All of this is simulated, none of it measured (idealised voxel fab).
process module | voxel self aligned contacts
cross-section cut | 235 nm wide | cells 5 nm
A cross-section is a grid of square cells, given in bands from the top down. A band is one or more rows of cells.
Each band's line starts with the height of the band's top and of its bottom, in nm. Then come its materials from left to right, each with its width in nm. One material with "throughout" fills the band from edge to edge. "air" is empty space.
Height 0 is the level under which the wafer as received is all one material. The lowest band goes on downwards, as in "0 down".
A width such as "30 to 40" changes by the same amount from each row of cells to the next, from the band's top row to its bottom row.
"no change" after a step means that no cell of the cross-section changed.
closed voids: empty space of 8 cells or more with no open way to the top, each as width x height at its distance from the left edge, in nm
after a step's settings: what the simulator itself notes on the step
overlay nm, on a step with a mask: how far to the right of its planned place the mask lay; to the left if negative
plan
1 op RECEIVE | material Si
2 op CONFORMAL_DEP | material SiO2 | thk nm 5
3 op DIRECTIONAL_DEP | material polySi | thk nm 30
4 op DIRECTIONAL_DEP | material SiN | thk nm 20
5 op DIRECTIONAL_DEP | material aC | thk nm 15
6 op PATTERN | tone cover | mask id GATE | material resist | width nm 25 | pitch nm 60 | thk nm 30 | overlay nm 0
7 op DIRECTIONAL_ETCH | etch materials aC | depth nm 15
8 op STRIP | etch materials resist
9 op DIRECTIONAL_ETCH | etch materials SiN | depth nm 20
10 op DIRECTIONAL_ETCH | etch materials polySi | depth nm 30
11 op STRIP | etch materials aC
12 op CONFORMAL_DEP | material SiN | thk nm 10
13 op DIRECTIONAL_ETCH | etch materials SiN | depth nm 10
14 op FILL_DEP | material SiO2 | thk nm 15
15 op CMP | height nm 65
16 op MASKED_ETCH | tone open | mask id CONTACT | width nm 45 | pitch nm 60 | etch materials SiO2 | depth nm 65 | overlay nm 0
17 op CONFORMAL_DEP | material TiN | thk nm 5
18 op FILL_DEP | material W | thk nm 5
19 op CMP | height nm 65
20 op CONFORMAL_DEP | material SiN | thk nm 5
first wafer, as planned
as received, after step 1
  0 down: Si throughout
  closed voids: none
after step 2
  5 to 0: SiO2 throughout
  below 0: unchanged
after step 3
  35 to 5: polySi throughout
  below 5: unchanged
after step 4
  55 to 35: SiN throughout
  below 35: unchanged
after step 5
  70 to 55: aC throughout
  below 55: unchanged
after step 6
  100 to 70: air 45 | resist 25 | air 35 | resist 25 | air 35 | resist 25 | air 45
  below 70: unchanged
after step 7
  85 to 70: air 45 | resist 25 | air 35 | resist 25 | air 35 | resist 25 | air 45
  70 to 55: air 45 | aC 25 | air 35 | aC 25 | air 35 | aC 25 | air 45
  below 55: unchanged
after step 8
  70 to 55: air 45 | aC 25 | air 35 | aC 25 | air 35 | aC 25 | air 45
  below 55: unchanged
after step 9
  70 to 55: air 45 | aC 25 | air 35 | aC 25 | air 35 | aC 25 | air 45
  55 to 35: air 45 | SiN 25 | air 35 | SiN 25 | air 35 | SiN 25 | air 45
  below 35: unchanged
after step 10
  70 to 55: air 45 | aC 25 | air 35 | aC 25 | air 35 | aC 25 | air 45
  55 to 35: air 45 | SiN 25 | air 35 | SiN 25 | air 35 | SiN 25 | air 45
  35 to 5: air 45 | polySi 25 | air 35 | polySi 25 | air 35 | polySi 25 | air 45
  below 5: unchanged
after step 11
  55 to 35: air 45 | SiN 25 | air 35 | SiN 25 | air 35 | SiN 25 | air 45
  below 35: unchanged
after step 12
  65 to 35: air 35 | SiN 45 | air 15 | SiN 45 | air 15 | SiN 45 | air 35
  35 to 15: air 35 | SiN 10 | polySi 25 | SiN 10 | air 15 | SiN 10 | polySi 25 | SiN 10 | air 15 | SiN 10 | polySi 25 | SiN 10 | air 35
  15 to 5: SiN 45 | polySi 25 | SiN 35 | polySi 25 | SiN 35 | polySi 25 | SiN 45
  below 5: unchanged
after step 13
  55 to 35: air 35 | SiN 45 | air 15 | SiN 45 | air 15 | SiN 45 | air 35
  35 to 5: air 35 | SiN 10 | polySi 25 | SiN 10 | air 15 | SiN 10 | polySi 25 | SiN 10 | air 15 | SiN 10 | polySi 25 | SiN 10 | air 35
  below 5: unchanged
after step 14
  70 to 55: SiO2 throughout
  55 to 35: SiO2 35 | SiN 45 | SiO2 15 | SiN 45 | SiO2 15 | SiN 45 | SiO2 35
  35 to 5: SiO2 35 | SiN 10 | polySi 25 | SiN 10 | SiO2 15 | SiN 10 | polySi 25 | SiN 10 | SiO2 15 | SiN 10 | polySi 25 | SiN 10 | SiO2 35
  below 5: unchanged
after step 15
  65 to 55: SiO2 throughout
  below 55: unchanged
after step 16
  65 to 55: SiO2 65 | air 45 | SiO2 15 | air 45 | SiO2 65
  55 to 35: SiO2 35 | SiN 45 | air 15 | SiN 45 | air 15 | SiN 45 | SiO2 35
  35 to 5: SiO2 35 | SiN 10 | polySi 25 | SiN 10 | air 15 | SiN 10 | polySi 25 | SiN 10 | air 15 | SiN 10 | polySi 25 | SiN 10 | SiO2 35
  5 to 0: SiO2 80 | air 15 | SiO2 45 | air 15 | SiO2 80
  below 0: unchanged
after step 17
  70 to 65: TiN 70 | air 35 | TiN 25 | air 35 | TiN 70
  65 to 55: SiO2 65 | TiN 5 to 20 | air 35 to 5 | TiN 5 to 20 | SiO2 15 | TiN 5 to 20 | air 35 to 5 | TiN 5 to 20 | SiO2 65
  55 to 35: SiO2 35 | SiN 45 | TiN 5 | air 5 | TiN 5 | SiN 45 | TiN 5 | air 5 | TiN 5 | SiN 45 | SiO2 35
  35 to 5: SiO2 35 | SiN 10 | polySi 25 | SiN 10 | TiN 5 | air 5 | TiN 5 | SiN 10 | polySi 25 | SiN 10 | TiN 5 | air 5 | TiN 5 | SiN 10 | polySi 25 | SiN 10 | SiO2 35
  5 to 0: SiO2 80 | TiN 15 | SiO2 45 | TiN 15 | SiO2 80
  below 0: unchanged
after step 18
  75 to 70: W throughout
  70 to 65: TiN 70 | W 35 | TiN 25 | W 35 | TiN 70
  65 to 55: SiO2 65 | TiN 5 to 20 | W 35 to 5 | TiN 5 to 20 | SiO2 15 | TiN 5 to 20 | W 35 to 5 | TiN 5 to 20 | SiO2 65
  55 to 35: SiO2 35 | SiN 45 | TiN 5 | W 5 | TiN 5 | SiN 45 | TiN 5 | W 5 | TiN 5 | SiN 45 | SiO2 35
  35 to 5: SiO2 35 | SiN 10 | polySi 25 | SiN 10 | TiN 5 | W 5 | TiN 5 | SiN 10 | polySi 25 | SiN 10 | TiN 5 | W 5 | TiN 5 | SiN 10 | polySi 25 | SiN 10 | SiO2 35
  below 5: unchanged
after step 19
  65 to 55: SiO2 65 | TiN 5 to 20 | W 35 to 5 | TiN 5 to 20 | SiO2 15 | TiN 5 to 20 | W 35 to 5 | TiN 5 to 20 | SiO2 65
  below 55: unchanged
after step 20
  70 to 65: SiN throughout
  below 65: unchanged
second wafer: like start, like plan, one mistake. Through step 15 it matches the first wafer
when step 16 should have ended
  65 to 55: air 65 | SiO2 45 | air 15 | SiO2 45 | air 65
  55 to 35: air 35 | SiN 45 | SiO2 15 | SiN 45 | SiO2 15 | SiN 45 | air 35
  35 to 5: air 35 | SiN 10 | polySi 25 | SiN 10 | SiO2 15 | SiN 10 | polySi 25 | SiN 10 | SiO2 15 | SiN 10 | polySi 25 | SiN 10 | air 35
  5 to 0: air 35 | SiO2 165 | air 35
  below 0: unchanged
when step 17 should have ended
  70 to 65: air 60 | TiN 55 | air 5 | TiN 55 | air 60
  65 to 60: air 60 | TiN 5 | SiO2 45 | TiN 5 | air 5 | TiN 5 | SiO2 45 | TiN 5 | air 60
  60 to 55: air 30 | TiN 35 | SiO2 45 | TiN 15 | SiO2 45 | TiN 35 | air 30
  55 to 35: air 30 | TiN 5 | SiN 45 | SiO2 15 | SiN 45 | SiO2 15 | SiN 45 | TiN 5 | air 30
  35 to 5: air 30 | TiN 5 | SiN 10 | polySi 25 | SiN 10 | SiO2 15 | SiN 10 | polySi 25 | SiN 10 | SiO2 15 | SiN 10 | polySi 25 | SiN 10 | TiN 5 | air 30
  5 to 0: TiN 35 | SiO2 165 | TiN 35
  below 0: unchanged
when step 18 should have ended
  75 to 70: W throughout
  70 to 65: W 60 | TiN 55 | W 5 | TiN 55 | W 60
  65 to 60: W 60 | TiN 5 | SiO2 45 | TiN 5 | W 5 | TiN 5 | SiO2 45 | TiN 5 | W 60
  60 to 55: W 30 | TiN 35 | SiO2 45 | TiN 15 | SiO2 45 | TiN 35 | W 30
  55 to 35: W 30 | TiN 5 | SiN 45 | SiO2 15 | SiN 45 | SiO2 15 | SiN 45 | TiN 5 | W 30
  35 to 5: W 30 | TiN 5 | SiN 10 | polySi 25 | SiN 10 | SiO2 15 | SiN 10 | polySi 25 | SiN 10 | SiO2 15 | SiN 10 | polySi 25 | SiN 10 | TiN 5 | W 30
  below 5: unchanged
when step 19 should have ended
  65 to 60: W 60 | TiN 5 | SiO2 45 | TiN 5 | W 5 | TiN 5 | SiO2 45 | TiN 5 | W 60
  below 60: unchanged
when step 20 should have ended
  70 to 65: SiN throughout
  below 65: unchanged
what went wrong: step 16 ran as: op MASKED_ETCH | tone cover | mask id CONTACT | width nm 45 | pitch nm 60 | etch materials SiO2 | depth nm 65 | overlay nm 0
at the end the second wafer has, in cells: 110 fewer of SiO2 | 11 fewer of TiN | 121 more of W
